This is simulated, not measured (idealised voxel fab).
Proc. module: voxel self aligned vias
Section cut is 235 nm wide and gridded with 5 nm square cells.
A cross-section is a grid of square cells, given in bands from the top down. A band is one or more rows of cells.
What a band's entry tells you: where the top is and where the bottom is, as heights in nm, and after that what lies inside, material by material from left to right, each with its width in nm. Empty space is written as the word "blank", and a single material marked with the word "all across" occupies the band from edge to edge.
Height is counted from the level 0, under which the received wafer is composed throughout of one material. The lowest of the bands is not closed at the bottom but continues downward, in the notation "from 0 down".
A two-number width, for instance "30 to 40", indicates that the width is equal to the first number in the top row of the band and to the second number in the bottom row, and that it changes by a constant amount per row of cells.
"nothing got changed" for a step: no cell of the cross-section changed in that step.
This entry, "Sealed cavities", enumerates those empty regions of no fewer than 8 cells that possess no open connection to the top. Each region is reported in the form width x height at distance, the distance being taken from the left edge, with all three quantities expressed in nm.
Anything after a step's settings on that line? It's the simulator's own note about the step.
When a step includes a mask, the "overlay nm" setting on its line states how far to the right of its planned place that mask lay, and negative values state how far to the left.
STEPS IN THE PROCESS PLAN
| 1 | RECEIVE,material Si |
| 2 | CONFORMAL_DEP,material SiO2,thk nm 15 |
| 3 | CONFORMAL_DEP,material SiCN,thk nm 5 |
| 4 | DIRECTIONAL_DEP,material SiO2,thk nm 30 |
| 5 | DIRECTIONAL_DEP,material aC,thk nm 15 |
| 6 | PATTERN,tone open,mask id LINES,material resist,width nm 25,pitch nm 60,thk nm 30,overlay nm 0 |
| 7 | DIRECTIONAL_ETCH,etch materials aC,depth nm 15 |
| 8 | STRIP,etch materials resist |
| 9 | DIRECTIONAL_ETCH,etch materials SiO2,depth nm 30 |
| 10 | STRIP,etch materials aC |
| 11 | CONFORMAL_DEP,material TiN,thk nm 5 |
| 12 | FILL_DEP,material W,thk nm 10 |
| 13 | CMP,height nm 50 |
| 14 | SELECTIVE_ETCH,etch materials W Ru TiN,depth nm 10 |
| 15 | FILL_DEP,material SiN,thk nm 10 |
| 16 | CMP,height nm 50 |
| 17 | DIRECTIONAL_DEP,material SiO2,thk nm 15 |
| 18 | MASKED_ETCH,tone open,mask id VIAS,width nm 45,etch materials SiO2,depth nm 15,overlay nm 0 |
| 19 | MASKED_ETCH,tone open,mask id VIAS,width nm 45,etch materials SiN,depth nm 10,overlay nm 0 |
| 20 | CONFORMAL_DEP,material TiN,thk nm 5 |
| 21 | FILL_DEP,material Ru,thk nm 5 |
| 22 | CMP,height nm 65 |
| 23 | CONFORMAL_DEP,material SiN,thk nm 5 |
OF TWO WAFERS, THE FIRST: RUN ACCORDING TO PLAN
CROSS-SECTION, INCOMING MATERIAL, AFTER STEP 1
  from 0 down | Si all across
  Sealed cavities: none
STEP 2 DONE - WAFER CROSS-SECTION
  from 15 to 0 | SiO2 all across
  Unchanged below 0.
STEP 3 DONE - WAFER CROSS-SECTION
  from 20 to 15 | SiCN all across
  Unchanged below 15.
STEP 4 DONE - WAFER CROSS-SECTION
  from 50 to 20 | SiO2 all across
  Unchanged below 20.
STEP 5 DONE - WAFER CROSS-SECTION
  from 65 to 50 | aC all across
  Unchanged below 50.
STEP 6 DONE - WAFER CROSS-SECTION
  from 95 to 65 | resist (75); blank (25); resist (35); blank (25); resist (75)
  Unchanged below 65.
STEP 7 DONE - WAFER CROSS-SECTION
  from 80 to 65 | resist (75); blank (25); resist (35); blank (25); resist (75)
  from 65 to 50 | aC (75); blank (25); aC (35); blank (25); aC (75)
  Unchanged below 50.
STEP 8 DONE - WAFER CROSS-SECTION
  from 65 to 50 | aC (75); blank (25); aC (35); blank (25); aC (75)
  Unchanged below 50.
STEP 9 DONE - WAFER CROSS-SECTION
  from 65 to 50 | aC (75); blank (25); aC (35); blank (25); aC (75)
  from 50 to 20 | SiO2 (75); blank (25); SiO2 (35); blank (25); SiO2 (75)
  Unchanged below 20.
STEP 10 DONE - WAFER CROSS-SECTION
  from 50 to 20 | SiO2 (75); blank (25); SiO2 (35); blank (25); SiO2 (75)
  Unchanged below 20.
STEP 11 DONE - WAFER CROSS-SECTION
  from 55 to 50 | TiN (80); blank (15); TiN (45); blank (15); TiN (80)
  from 50 to 25 | SiO2 (75); TiN (5); blank (15); TiN (5); SiO2 (35); TiN (5); blank (15); TiN (5); SiO2 (75)
  from 25 to 20 | SiO2 (75); TiN (25); SiO2 (35); TiN (25); SiO2 (75)
  Unchanged below 20.
STEP 12 DONE - WAFER CROSS-SECTION
  from 65 to 55 | W all across
  from 55 to 50 | TiN (80); W (15); TiN (45); W (15); TiN (80)
  from 50 to 25 | SiO2 (75); TiN (5); W (15); TiN (5); SiO2 (35); TiN (5); W (15); TiN (5); SiO2 (75)
  Unchanged below 25.
STEP 13 DONE - WAFER CROSS-SECTION
  from 50 to 25 | SiO2 (75); TiN (5); W (15); TiN (5); SiO2 (35); TiN (5); W (15); TiN (5); SiO2 (75)
  Unchanged below 25.
STEP 14 DONE - WAFER CROSS-SECTION
  from 50 to 40 | SiO2 (75); blank (25); SiO2 (35); blank (25); SiO2 (75)
  Unchanged below 40.
STEP 15 DONE - WAFER CROSS-SECTION
  from 60 to 50 | SiN all across
  from 50 to 40 | SiO2 (75); SiN (25); SiO2 (35); SiN (25); SiO2 (75)
  Unchanged below 40.
STEP 16 DONE - WAFER CROSS-SECTION
  from 50 to 40 | SiO2 (75); SiN (25); SiO2 (35); SiN (25); SiO2 (75)
  Unchanged below 40.
STEP 17 DONE - WAFER CROSS-SECTION
  from 65 to 50 | SiO2 all across
  Unchanged below 50.
STEP 18 DONE - WAFER CROSS-SECTION
  from 65 to 50 | SiO2 (65); blank (45); SiO2 (125)
  Unchanged below 50.
STEP 19 DONE - WAFER CROSS-SECTION
  from 65 to 50 | SiO2 (65); blank (45); SiO2 (125)
  from 50 to 40 | SiO2 (75); blank (25); SiO2 (35); SiN (25); SiO2 (75)
  Unchanged below 40.
STEP 20 DONE - WAFER CROSS-SECTION
  from 70 to 65 | TiN (70); blank (35); TiN (130)
  from 65 to 55 | SiO2 (65); TiN (5); blank (35); TiN (5); SiO2 (125)
  from 55 to 50 | SiO2 (65); TiN (15); blank (15); TiN (15); SiO2 (125)
  from 50 to 45 | SiO2 (75); TiN (5); blank (15); TiN (5); SiO2 (35); SiN (25); SiO2 (75)
  from 45 to 40 | SiO2 (75); TiN (25); SiO2 (35); SiN (25); SiO2 (75)
  Unchanged below 40.
STEP 21 DONE - WAFER CROSS-SECTION
  from 75 to 70 | Ru all across
  from 70 to 65 | TiN (70); Ru (35); TiN (130)
  from 65 to 55 | SiO2 (65); TiN (5); Ru (35); TiN (5); SiO2 (125)
  from 55 to 50 | SiO2 (65); TiN (15); Ru (15); TiN (15); SiO2 (125)
  from 50 to 45 | SiO2 (75); TiN (5); Ru (15); TiN (5); SiO2 (35); SiN (25); SiO2 (75)
  Unchanged below 45.
STEP 22 DONE - WAFER CROSS-SECTION
  from 65 to 55 | SiO2 (65); TiN (5); Ru (35); TiN (5); SiO2 (125)
  Unchanged below 55.
STEP 23 DONE - WAFER CROSS-SECTION
  from 70 to 65 | SiN all across
  Unchanged below 65.
WAFER TWO OF TWO - SAME STARTING POINT, SAME PROCESS PLAN, ONE MISTAKE IN EXECUTION; MATCHES WAFER ONE UP TO AND INCLUDING STEP 2
Cross-section of the second wafer at the time by which step 3 should have been completed according to the plan: nothing got changed
CROSS-SECTION OF THE SECOND WAFER AT THE TIME BY WHICH STEP 4 SHOULD HAVE BEEN COMPLETED ACCORDING TO THE PLAN
  from 45 to 0 | SiO2 all across
  Unchanged below 0.
CROSS-SECTION OF THE SECOND WAFER AT THE TIME BY WHICH STEP 5 SHOULD HAVE BEEN COMPLETED ACCORDING TO THE PLAN
  from 60 to 45 | aC all across
  Unchanged below 45.
CROSS-SECTION OF THE SECOND WAFER AT THE TIME BY WHICH STEP 6 SHOULD HAVE BEEN COMPLETED ACCORDING TO THE PLAN
  from 90 to 60 | resist (75); blank (25); resist (35); blank (25); resist (75)
  Unchanged below 60.
CROSS-SECTION OF THE SECOND WAFER AT THE TIME BY WHICH STEP 7 SHOULD HAVE BEEN COMPLETED ACCORDING TO THE PLAN
  from 75 to 60 | resist (75); blank (25); resist (35); blank (25); resist (75)
  from 60 to 45 | aC (75); blank (25); aC (35); blank (25); aC (75)
  Unchanged below 45.
CROSS-SECTION OF THE SECOND WAFER AT THE TIME BY WHICH STEP 8 SHOULD HAVE BEEN COMPLETED ACCORDING TO THE PLAN
  from 60 to 45 | aC (75); blank (25); aC (35); blank (25); aC (75)
  Unchanged below 45.
CROSS-SECTION OF THE SECOND WAFER AT THE TIME BY WHICH STEP 9 SHOULD HAVE BEEN COMPLETED ACCORDING TO THE PLAN
  from 60 to 45 | aC (75); blank (25); aC (35); blank (25); aC (75)
  from 45 to 15 | SiO2 (75); blank (25); SiO2 (35); blank (25); SiO2 (75)
  Unchanged below 15.
CROSS-SECTION OF THE SECOND WAFER AT THE TIME BY WHICH STEP 10 SHOULD HAVE BEEN COMPLETED ACCORDING TO THE PLAN
  from 45 to 15 | SiO2 (75); blank (25); SiO2 (35); blank (25); SiO2 (75)
  Unchanged below 15.
CROSS-SECTION OF THE SECOND WAFER AT THE TIME BY WHICH STEP 11 SHOULD HAVE BEEN COMPLETED ACCORDING TO THE PLAN
  from 50 to 45 | TiN (80); blank (15); TiN (45); blank (15); TiN (80)
  from 45 to 20 | SiO2 (75); TiN (5); blank (15); TiN (5); SiO2 (35); TiN (5); blank (15); TiN (5); SiO2 (75)
  from 20 to 15 | SiO2 (75); TiN (25); SiO2 (35); TiN (25); SiO2 (75)
  Unchanged below 15.
CROSS-SECTION OF THE SECOND WAFER AT THE TIME BY WHICH STEP 12 SHOULD HAVE BEEN COMPLETED ACCORDING TO THE PLAN
  from 60 to 50 | W all across
  from 50 to 45 | TiN (80); W (15); TiN (45); W (15); TiN (80)
  from 45 to 20 | SiO2 (75); TiN (5); W (15); TiN (5); SiO2 (35); TiN (5); W (15); TiN (5); SiO2 (75)
  Unchanged below 20.
CROSS-SECTION OF THE SECOND WAFER AT THE TIME BY WHICH STEP 13 SHOULD HAVE BEEN COMPLETED ACCORDING TO THE PLAN
  from 50 to 45 | TiN (80); W (15); TiN (45); W (15); TiN (80)
  Unchanged below 45.
CROSS-SECTION OF THE SECOND WAFER AT THE TIME BY WHICH STEP 14 SHOULD HAVE BEEN COMPLETED ACCORDING TO THE PLAN
  from 45 to 40 | SiO2 (75); blank (25); SiO2 (35); blank (25); SiO2 (75)
  Unchanged below 40.
CROSS-SECTION OF THE SECOND WAFER AT THE TIME BY WHICH STEP 15 SHOULD HAVE BEEN COMPLETED ACCORDING TO THE PLAN
  from 55 to 45 | SiN all across
  from 45 to 40 | SiO2 (75); SiN (25); SiO2 (35); SiN (25); SiO2 (75)
  Unchanged below 40.
CROSS-SECTION OF THE SECOND WAFER AT THE TIME BY WHICH STEP 16 SHOULD HAVE BEEN COMPLETED ACCORDING TO THE PLAN
  from 50 to 45 | SiN all across
  Unchanged below 45.
CROSS-SECTION OF THE SECOND WAFER AT THE TIME BY WHICH STEP 17 SHOULD HAVE BEEN COMPLETED ACCORDING TO THE PLAN
  from 65 to 50 | SiO2 all across
  Unchanged below 50.
CROSS-SECTION OF THE SECOND WAFER AT THE TIME BY WHICH STEP 18 SHOULD HAVE BEEN COMPLETED ACCORDING TO THE PLAN
  from 65 to 50 | SiO2 (65); blank (45); SiO2 (125)
  Unchanged below 50.
CROSS-SECTION OF THE SECOND WAFER AT THE TIME BY WHICH STEP 19 SHOULD HAVE BEEN COMPLETED ACCORDING TO THE PLAN
  from 65 to 50 | SiO2 (65); blank (45); SiO2 (125)
  from 50 to 45 | SiN (65); blank (45); SiN (125)
  from 45 to 40 | SiO2 (75); blank (25); SiO2 (35); SiN (25); SiO2 (75)
  Unchanged below 40.
CROSS-SECTION OF THE SECOND WAFER AT THE TIME BY WHICH STEP 20 SHOULD HAVE BEEN COMPLETED ACCORDING TO THE PLAN
  from 70 to 65 | TiN (70); blank (35); TiN (130)
  from 65 to 50 | SiO2 (65); TiN (5); blank (35); TiN (5); SiO2 (125)
  from 50 to 45 | SiN (65); TiN (15); blank (15); TiN (15); SiN (125)
  from 45 to 40 | SiO2 (75); TiN (25); SiO2 (35); SiN (25); SiO2 (75)
  Unchanged below 40.
CROSS-SECTION OF THE SECOND WAFER AT THE TIME BY WHICH STEP 21 SHOULD HAVE BEEN COMPLETED ACCORDING TO THE PLAN
  from 75 to 70 | Ru all across
  from 70 to 65 | TiN (70); Ru (35); TiN (130)
  from 65 to 50 | SiO2 (65); TiN (5); Ru (35); TiN (5); SiO2 (125)
  from 50 to 45 | SiN (65); TiN (15); Ru (15); TiN (15); SiN (125)
  Unchanged below 45.
CROSS-SECTION OF THE SECOND WAFER AT THE TIME BY WHICH STEP 22 SHOULD HAVE BEEN COMPLETED ACCORDING TO THE PLAN
  from 65 to 50 | SiO2 (65); TiN (5); Ru (35); TiN (5); SiO2 (125)
  Unchanged below 50.
CROSS-SECTION OF THE SECOND WAFER AT THE TIME BY WHICH STEP 23 SHOULD HAVE BEEN COMPLETED ACCORDING TO THE PLAN
  from 70 to 65 | SiN all across
  Unchanged below 65.
Here's what went sideways: plan step 3: skipped, not run
Per the end-of-run cell counts, the second wafer holds more or fewer of some materials than the first: 4 more of Ru; 47 fewer of SiCN; 33 more of SiN; 4 more of TiN; 6 more of W
